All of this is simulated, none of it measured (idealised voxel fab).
The process module presented herein is designated voxel wiring stack.
Square cells of 5 nm make up the cross-section cut, whose width is 170 nm.
Cross-section = grid of square cells, listed top down in bands; band = one or more rows.
Basically the band line says how high the top is and how high the bottom is, in nm, and then what's in it from left to right, every material with its width in nm. Empty space shows up as "empty", and if a single material carries "throughout" it runs the full band edge to edge.
Heights from 0 (as-received wafer is one material below). Bottom band endless downward, as "0 down".
A two-number width, for instance "30 to 40", indicates that the width is equal to the first number in the top row of the band and to the second number in the bottom row, and that it changes by a constant amount per row of cells.
Where the words "same as before" appear for a step, the cross-section shows no cell changed by that step; every cell remained as before.
"Unvented cavities" lists enclosed empty spaces (at least 8 cells, no open path upward to the top), each as width x height at distance from the left edge, in nm.
after a step's settings: what the simulator itself notes on the step
When a step includes a mask, the "overlay nm" setting on its line states how far to the right of its planned place that mask lay, and negative values state how far to the left.

The following list gives the planned process steps
1) RECEIVE [material Si]
2) CONFORMAL_DEP [material SiO2] [thk nm 15]
3) CONFORMAL_DEP [material SiCN] [thk nm 5]
4) DIRECTIONAL_DEP [material lowk] [thk nm 25]
5) MASKED_ETCH [tone open] [mask id METAL_1] [width nm 25] [pitch nm 55] [etch materials lowk] [depth nm 25] [overlay nm 0]
6) MASKED_ETCH [tone open] [mask id METAL_1] [width nm 25] [pitch nm 55] [etch materials SiCN] [depth nm 5] [overlay nm 0]
7) CONFORMAL_DEP [material TiN] [thk nm 5]
8) FILL_DEP [material Ru] [thk nm 10]
9) CMP [height nm 45]
10) CONFORMAL_DEP [material SiCN] [thk nm 5]
11) DIRECTIONAL_DEP [material SiO2] [thk nm 35]
12) PATTERN [tone open] [mask id METAL_2_HOLES] [material resist] [width nm 15] [pitch nm 55] [thk nm 15] [overlay nm 0]
13) DIRECTIONAL_ETCH [etch materials SiO2] [depth nm 35]
14) STRIP [etch materials resist]
15) DIRECTIONAL_DEP [material aC] [thk nm 10]
16) PATTERN [tone open] [mask id METAL_2] [material resist] [width nm 25] [pitch nm 55] [thk nm 30] [overlay nm 0]
17) DIRECTIONAL_ETCH [etch materials aC] [depth nm 10]
18) STRIP [etch materials resist]
19) DIRECTIONAL_ETCH [etch materials SiO2] [depth nm 20]
20) DIRECTIONAL_ETCH [etch materials SiCN] [depth nm 5]
21) STRIP [etch materials aC]
22) CONFORMAL_DEP [material TiN] [thk nm 5]
23) FILL_DEP [material Cu] [thk nm 5]
24) CMP [height nm 85]
25) CONFORMAL_DEP [material SiCN] [thk nm 5]

Incoming wafer, cross-sectional view, post step 1
* 0 down = Si throughout
* Unvented cavities: none

Module complete, cross-section. Starting point and plan per above. One mistake made in running the module
* 90 to 85 = SiCN throughout
* 85 to 70 = SiO2 (15) | TiN (5) | Cu (15) | TiN (5) | SiO2 (30) | TiN (5) | Cu (15) | TiN (5) | SiO2 (30) | TiN (5) | Cu (15) | TiN (5) | SiO2 (20)
* 70 to 65 = SiO2 (15) | TiN (5) | Cu (5) | TiN (15) | SiO2 (30) | TiN (5) | Cu (5) | TiN (15) | SiO2 (30) | TiN (5) | Cu (5) | TiN (15) | SiO2 (20)
* 65 to 50 = SiO2 (15) | TiN (5) | Cu (5) | TiN (5) | SiO2 (40) | TiN (5) | Cu (5) | TiN (5) | SiO2 (40) | TiN (5) | Cu (5) | TiN (5) | SiO2 (30)
* 50 to 45 = SiCN (15) | TiN (15) | SiCN (40) | TiN (15) | SiCN (40) | TiN (15) | SiCN (30)
* 45 to 30 = lowk (15) | TiN (5) | Ru (15) | TiN (5) | lowk (30) | TiN (5) | Ru (15) | TiN (5) | lowk (30) | TiN (5) | Ru (15) | TiN (5) | lowk (20)
* 30 to 25 = SiCN (15) | TiN (25) | SiCN (30) | TiN (25) | SiCN (30) | TiN (25) | SiCN (20)
* 25 to 15 = SiCN throughout
* 15 to 0 = SiO2 throughout
* 0 down = Si throughout
* Unvented cavities: none
Nonconformance to the process plan: step 3 went in with a setting other than planned; the actual run was CONFORMAL_DEP [material SiCN] [thk nm 15]
